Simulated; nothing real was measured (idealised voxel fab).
Process module name: voxel self aligned contacts
Each square cell in cross-section cut measures 5 nm, and the section as a whole is 240 nm wide.
Cross-section, as written here: a square-cell grid given band by band from the top down, where a band holds one or more rows of cells.
What a band's entry tells you: where the top is and where the bottom is, as heights in nm, and after that what lies inside, material by material from left to right, each with its width in nm. Empty space is written as the word "empty", and a single material marked with the word "edge to edge" occupies the band from edge to edge.
Measure heights from 0. That's the level where, below it, the as-received wafer is all one material. The lowest band is bottomless and extends downward; write it as in "0 down".
Width "30 to 40": first value at the band's top row of cells, second value at its bottom row, equal change from row to row.
Basically "no modifications" means that step didn't change any cell in the cross-section.
Empty spaces counting at least 8 cells and having no open way to the top are listed in "Closed void table". The notation width x height at distance is used for each, the distance being from the left edge and all three values in nm.
The remark found on a step's line after its settings is issued by the simulator itself and pertains to that step.
overlay nm: where the mask lay relative to plan, measured to the right, on steps with a mask; negatives go left.

The planned process steps are enumerated hereunder:
1. RECEIVE: material Si
2. OXIDIZE: depth nm 5
3. DIRECTIONAL_DEP: material polySi, thk nm 20
4. DIRECTIONAL_DEP: material SiN, thk nm 15
5. PATTERN: tone cover, mask id GATE, material resist, width nm 30, pitch nm 60, thk nm 20, overlay nm 0
6. DIRECTIONAL_ETCH: etch materials SiN, depth nm 15
7. DIRECTIONAL_ETCH: etch materials polySi, depth nm 20
8. STRIP: etch materials resist
9. CONFORMAL_DEP: material SiN, thk nm 5
10. DIRECTIONAL_ETCH: etch materials SiN, depth nm 5
11. FILL_DEP: material SiO2, thk nm 15
12. CMP: height nm 40
13. PATTERN: tone open, mask id CONTACT, material resist, width nm 40, thk nm 15, overlay nm 0
14. DIRECTIONAL_ETCH: etch materials SiO2, depth nm 45
15. STRIP: etch materials resist
16. CONFORMAL_DEP: material TiN, thk nm 5
17. FILL_DEP: material Ru, thk nm 5
18. CMP: height nm 40
19. CONFORMAL_DEP: material SiCN, thk nm 5

First of two wafers, with the run carried out as planned:

Cross-section, incoming material, after step 1:
    0 down | Si edge to edge
    Closed void table: none

Step 2 complete: cross-section through the wafer:
    0 to -5 | SiO2 edge to edge
    Below -5, no change.

Step 3 complete: cross-section through the wafer:
    20 to 0 | polySi edge to edge
    Below 0, no change.

Step 4 complete: cross-section through the wafer:
    35 to 20 | SiN edge to edge
    Below 20, no change.

Step 5 complete: cross-section through the wafer:
    55 to 35 | 75 nm empty, then 30 nm resist, then 30 nm empty, then 30 nm resist, then 75 nm empty
    Below 35, no change.

Step 6 complete: cross-section through the wafer:
    55 to 35 | 75 nm empty, then 30 nm resist, then 30 nm empty, then 30 nm resist, then 75 nm empty
    35 to 20 | 75 nm empty, then 30 nm SiN, then 30 nm empty, then 30 nm SiN, then 75 nm empty
    Below 20, no change.

Step 7 complete: cross-section through the wafer:
    55 to 35 | 75 nm empty, then 30 nm resist, then 30 nm empty, then 30 nm resist, then 75 nm empty
    35 to 20 | 75 nm empty, then 30 nm SiN, then 30 nm empty, then 30 nm SiN, then 75 nm empty
    20 to 0 | 75 nm empty, then 30 nm polySi, then 30 nm empty, then 30 nm polySi, then 75 nm empty
    Below 0, no change.

Step 8 complete: cross-section through the wafer:
    35 to 20 | 75 nm empty, then 30 nm SiN, then 30 nm empty, then 30 nm SiN, then 75 nm empty
    Below 20, no change.

Step 9 complete: cross-section through the wafer:
    40 to 20 | 70 nm empty, then 40 nm SiN, then 20 nm empty, then 40 nm SiN, then 70 nm empty
    20 to 5 | 70 nm empty, then 5 nm SiN, then 30 nm polySi, then 5 nm SiN, then 20 nm empty, then 5 nm SiN, then 30 nm polySi, then 5 nm SiN, then 70 nm empty
    5 to 0 | 75 nm SiN, then 30 nm polySi, then 30 nm SiN, then 30 nm polySi, then 75 nm SiN
    Below 0, no change.

Step 10 complete: cross-section through the wafer:
    35 to 20 | 70 nm empty, then 40 nm SiN, then 20 nm empty, then 40 nm SiN, then 70 nm empty
    20 to 0 | 70 nm empty, then 5 nm SiN, then 30 nm polySi, then 5 nm SiN, then 20 nm empty, then 5 nm SiN, then 30 nm polySi, then 5 nm SiN, then 70 nm empty
    Below 0, no change.

Step 11 complete: cross-section through the wafer:
    50 to 35 | SiO2 edge to edge
    35 to 20 | 70 nm SiO2, then 40 nm SiN, then 20 nm SiO2, then 40 nm SiN, then 70 nm SiO2
    20 to 0 | 70 nm SiO2, then 5 nm SiN, then 30 nm polySi, then 5 nm SiN, then 20 nm SiO2, then 5 nm SiN, then 30 nm polySi, then 5 nm SiN, then 70 nm SiO2
    Below 0, no change.

Step 12 complete: cross-section through the wafer:
    40 to 35 | SiO2 edge to edge
    Below 35, no change.

Step 13 complete: cross-section through the wafer:
    55 to 40 | 100 nm resist, then 40 nm empty, then 100 nm resist
    Below 40, no change.

Step 14 complete: cross-section through the wafer:
    55 to 40 | 100 nm resist, then 40 nm empty, then 100 nm resist
    40 to 35 | 100 nm SiO2, then 40 nm empty, then 100 nm SiO2
    35 to 20 | 70 nm SiO2, then 40 nm SiN, then 20 nm empty, then 40 nm SiN, then 70 nm SiO2
    20 to 0 | 70 nm SiO2, then 5 nm SiN, then 30 nm polySi, then 5 nm SiN, then 20 nm empty, then 5 nm SiN, then 30 nm polySi, then 5 nm SiN, then 70 nm SiO2
    0 to -5 | 110 nm SiO2, then 20 nm empty, then 110 nm SiO2
    Below -5, no change.

Step 15 complete: cross-section through the wafer:
    40 to 35 | 100 nm SiO2, then 40 nm empty, then 100 nm SiO2
    Below 35, no change.

Step 16 complete: cross-section through the wafer:
    45 to 40 | 105 nm TiN, then 30 nm empty, then 105 nm TiN
    40 to 35 | 100 nm SiO2, then 15 nm TiN, then 10 nm empty, then 15 nm TiN, then 100 nm SiO2
    35 to 20 | 70 nm SiO2, then 40 nm SiN, then 5 nm TiN, then 10 nm empty, then 5 nm TiN, then 40 nm SiN, then 70 nm SiO2
    20 to 0 | 70 nm SiO2, then 5 nm SiN, then 30 nm polySi, then 5 nm SiN, then 5 nm TiN, then 10 nm empty, then 5 nm TiN, then 5 nm SiN, then 30 nm polySi, then 5 nm SiN, then 70 nm SiO2
    0 to -5 | 110 nm SiO2, then 20 nm TiN, then 110 nm SiO2
    Below -5, no change.

Step 17 complete: cross-section through the wafer:
    50 to 45 | Ru edge to edge
    45 to 40 | 105 nm TiN, then 30 nm Ru, then 105 nm TiN
    40 to 35 | 100 nm SiO2, then 15 nm TiN, then 10 nm Ru, then 15 nm TiN, then 100 nm SiO2
    35 to 20 | 70 nm SiO2, then 40 nm SiN, then 5 nm TiN, then 10 nm Ru, then 5 nm TiN, then 40 nm SiN, then 70 nm SiO2
    20 to 0 | 70 nm SiO2, then 5 nm SiN, then 30 nm polySi, then 5 nm SiN, then 5 nm TiN, then 10 nm Ru, then 5 nm TiN, then 5 nm SiN, then 30 nm polySi, then 5 nm SiN, then 70 nm SiO2
    Below 0, no change.

Step 18 complete: cross-section through the wafer:
    40 to 35 | 100 nm SiO2, then 15 nm TiN, then 10 nm Ru, then 15 nm TiN, then 100 nm SiO2
    Below 35, no change.

Step 19 complete: cross-section through the wafer:
    45 to 40 | SiCN edge to edge
    Below 40, no change.

Notes, second wafer: start = first wafer's, plan = first wafer's, execution had one mistake; history identical to first through step 12:

Second wafer, section view, time point: scheduled end of step 13:
    55 to 40 | 100 nm empty, then 40 nm resist, then 100 nm empty
    Below 40, no change.

Second wafer, section view, time point: scheduled end of step 14:
    55 to 40 | 100 nm empty, then 40 nm resist, then 100 nm empty
    40 to 35 | 100 nm empty, then 40 nm SiO2, then 100 nm empty
    35 to 20 | 70 nm empty, then 40 nm SiN, then 20 nm SiO2, then 40 nm SiN, then 70 nm empty
    20 to 0 | 70 nm empty, then 5 nm SiN, then 30 nm polySi, then 5 nm SiN, then 20 nm SiO2, then 5 nm SiN, then 30 nm polySi, then 5 nm SiN, then 70 nm empty
    0 to -5 | 70 nm empty, then 100 nm SiO2, then 70 nm empty
    Below -5, no change.

Second wafer, section view, time point: scheduled end of step 15:
    40 to 35 | 100 nm empty, then 40 nm SiO2, then 100 nm empty
    Below 35, no change.

Second wafer, section view, time point: scheduled end of step 16:
    45 to 40 | 95 nm empty, then 50 nm TiN, then 95 nm empty
    40 to 35 | 65 nm empty, then 35 nm TiN, then 40 nm SiO2, then 35 nm TiN, then 65 nm empty
    35 to 20 | 65 nm empty, then 5 nm TiN, then 40 nm SiN, then 20 nm SiO2, then 40 nm SiN, then 5 nm TiN, then 65 nm empty
    20 to 0 | 65 nm empty, then 5 nm TiN, then 5 nm SiN, then 30 nm polySi, then 5 nm SiN, then 20 nm SiO2, then 5 nm SiN, then 30 nm polySi, then 5 nm SiN, then 5 nm TiN, then 65 nm empty
    0 to -5 | 70 nm TiN, then 100 nm SiO2, then 70 nm TiN
    Below -5, no change.

Second wafer, section view, time point: scheduled end of step 17:
    50 to 45 | Ru edge to edge
    45 to 40 | 95 nm Ru, then 50 nm TiN, then 95 nm Ru
    40 to 35 | 65 nm Ru, then 35 nm TiN, then 40 nm SiO2, then 35 nm TiN, then 65 nm Ru
    35 to 20 | 65 nm Ru, then 5 nm TiN, then 40 nm SiN, then 20 nm SiO2, then 40 nm SiN, then 5 nm TiN, then 65 nm Ru
    20 to 0 | 65 nm Ru, then 5 nm TiN, then 5 nm SiN, then 30 nm polySi, then 5 nm SiN, then 20 nm SiO2, then 5 nm SiN, then 30 nm polySi, then 5 nm SiN, then 5 nm TiN, then 65 nm Ru
    Below 0, no change.

Second wafer, section view, time point: scheduled end of step 18:
    40 to 35 | 65 nm Ru, then 35 nm TiN, then 40 nm SiO2, then 35 nm TiN, then 65 nm Ru
    Below 35, no change.

Second wafer, section view, time point: scheduled end of step 19:
    45 to 40 | SiCN edge to edge
    Below 40, no change.
Error vs. plan: off-plan run, step 13, actual operation and settings PATTERN: tone cover, mask id CONTACT, material resist, width nm 40, thk nm 15, overlay nm 0
Count the cells at the end and the second wafer has more or fewer of some materials than the first: Ru +192, SiO2 -224, TiN +32
